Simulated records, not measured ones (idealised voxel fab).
process module | voxel transistor to metal
cross-section cut | 215 nm wide | cells 5 nm
A cross-section is a grid of square cells, given in bands from the top down. A band is one or more rows of cells.
Each band's line starts with the height of the band's top and of its bottom, in nm. Then come its materials from left to right, each with its width in nm. One material with "throughout" fills the band from edge to edge. "air" is empty space.
Height 0 is the level under which the wafer as received is all one material. The lowest band goes on downwards, as in "0 down".
A width such as "30 to 40" changes by the same amount from each row of cells to the next, from the band's top row to its bottom row.
"no change" after a step means that no cell of the cross-section changed.
closed voids: empty space of 8 cells or more with no open way to the top, each as width x height at its distance from the left edge, in nm
after a step's settings: what the simulator itself notes on the step
overlay nm, on a step with a mask: how far to the right of its planned place the mask lay; to the left if negative
plan
1 op RECEIVE | material Si
2 op CONFORMAL_DEP | material SiO2 | thk nm 5
3 op CONFORMAL_DEP | material SiN | thk nm 15
4 op DIRECTIONAL_DEP | material aC | thk nm 15
5 op PATTERN | tone cover | mask id ACTIVE | material resist | width nm 120 | thk nm 35 | overlay nm -15
6 op DIRECTIONAL_ETCH | etch materials aC | depth nm 15
7 op STRIP | etch materials resist
8 op DIRECTIONAL_ETCH | etch materials SiN | depth nm 15
9 op DIRECTIONAL_ETCH | etch materials SiO2 | depth nm 5
10 op DIRECTIONAL_ETCH | etch materials Si | depth nm 20
11 op STRIP | etch materials aC
12 op OXIDIZE | depth nm 5
13 op FILL_DEP | material SiO2 | thk nm 15
14 op CMP | height nm 20
15 op SELECTIVE_ETCH | etch materials SiO2 | depth nm 10
16 op STRIP | etch materials SiN
17 op SELECTIVE_ETCH | etch materials SiO2 | depth nm 5
18 op OXIDIZE | depth nm 5
19 op DIRECTIONAL_DEP | material polySi | thk nm 25
20 op DIRECTIONAL_DEP | material SiCN | thk nm 10
21 op MASKED_ETCH | tone cover | mask id GATE | width nm 30 | etch materials SiCN | depth nm 20 | overlay nm 0
22 op MASKED_ETCH | tone cover | mask id GATE | width nm 30 | etch materials polySi | depth nm 35 | overlay nm 0
23 op CONFORMAL_DEP | material SiO2 | thk nm 5
24 op DIRECTIONAL_ETCH | etch materials SiO2 | depth nm 5
25 op CONFORMAL_DEP | material SiN | thk nm 10
26 op DIRECTIONAL_ETCH | etch materials SiN | depth nm 10
27 op DIRECTIONAL_ETCH | etch materials SiO2 | depth nm 5
28 op EPI | material nSi | thk nm 5
29 op FILL_DEP | material SiO2 | thk nm 10
30 op CMP | height nm 25
31 op STRIP | etch materials polySi
32 op SELECTIVE_ETCH | etch materials SiO2 | depth nm 5
33 op CONFORMAL_DEP | material HfO2 | thk nm 5
34 op CONFORMAL_DEP | material TiN | thk nm 5
35 op FILL_DEP | material W | thk nm 10
36 op CMP | height nm 20
37 op DIRECTIONAL_DEP | material SiO2 | thk nm 10
38 op PATTERN | tone open | mask id CONTACT | material resist | width nm 20 | pitch nm 90 | thk nm 20 | overlay nm 0
39 op DIRECTIONAL_ETCH | etch materials SiO2 | depth nm 30
40 op STRIP | etch materials resist
41 op CONFORMAL_DEP | material TiN | thk nm 5
42 op FILL_DEP | material Ru | thk nm 5
43 op CMP | height nm 30
44 op DIRECTIONAL_DEP | material TiN | thk nm 5
45 op DIRECTIONAL_DEP | material Ru | thk nm 15
46 op PATTERN | tone cover | mask id METAL_1 | material resist | width nm 20 | pitch nm 90 | thk nm 20 | overlay nm 0
47 op DIRECTIONAL_ETCH | etch materials Ru | depth nm 15
48 op DIRECTIONAL_ETCH | etch materials TiN | depth nm 5
49 op STRIP | etch materials resist
50 op CONFORMAL_DEP | material SiCN | thk nm 5
51 op FILL_DEP | material SiO2 | thk nm 5
52 op CMP | height nm 50
53 op CONFORMAL_DEP | material SiN | thk nm 5
varied across the wafers: overlay nm of step 5. The plan shows the first wafer's value. All wafers start alike
first wafer as received, after step 1
  0 down: Si throughout
  closed voids: none
each wafer at the end: cells of each material gained (+) or lost (-) since it was received, then its closed voids
overlay nm -15 | +16 HfO2 | +42 Ru | -127 Si | +47 SiCN | +63 SiN | +364 SiO2 | +48 TiN | +12 W | +8 nSi | closed voids: none
overlay nm -10 | +16 HfO2 | +42 Ru | -127 Si | +47 SiCN | +63 SiN | +364 SiO2 | +48 TiN | +12 W | +8 nSi | closed voids: none
overlay nm -5 | +16 HfO2 | +42 Ru | -127 Si | +47 SiCN | +63 SiN | +364 SiO2 | +48 TiN | +12 W | +8 nSi | closed voids: none
overlay nm 0 | +16 HfO2 | +42 Ru | -127 Si | +47 SiCN | +63 SiN | +364 SiO2 | +48 TiN | +12 W | +8 nSi | closed voids: none
overlay nm 5 | +16 HfO2 | +42 Ru | -127 Si | +47 SiCN | +63 SiN | +364 SiO2 | +48 TiN | +12 W | +8 nSi | closed voids: none
overlay nm 10 | +16 HfO2 | +42 Ru | -127 Si | +47 SiCN | +63 SiN | +364 SiO2 | +48 TiN | +12 W | +8 nSi | closed voids: none
overlay nm 15 | +16 HfO2 | +42 Ru | -127 Si | +47 SiCN | +63 SiN | +364 SiO2 | +48 TiN | +12 W | +8 nSi | closed voids: none
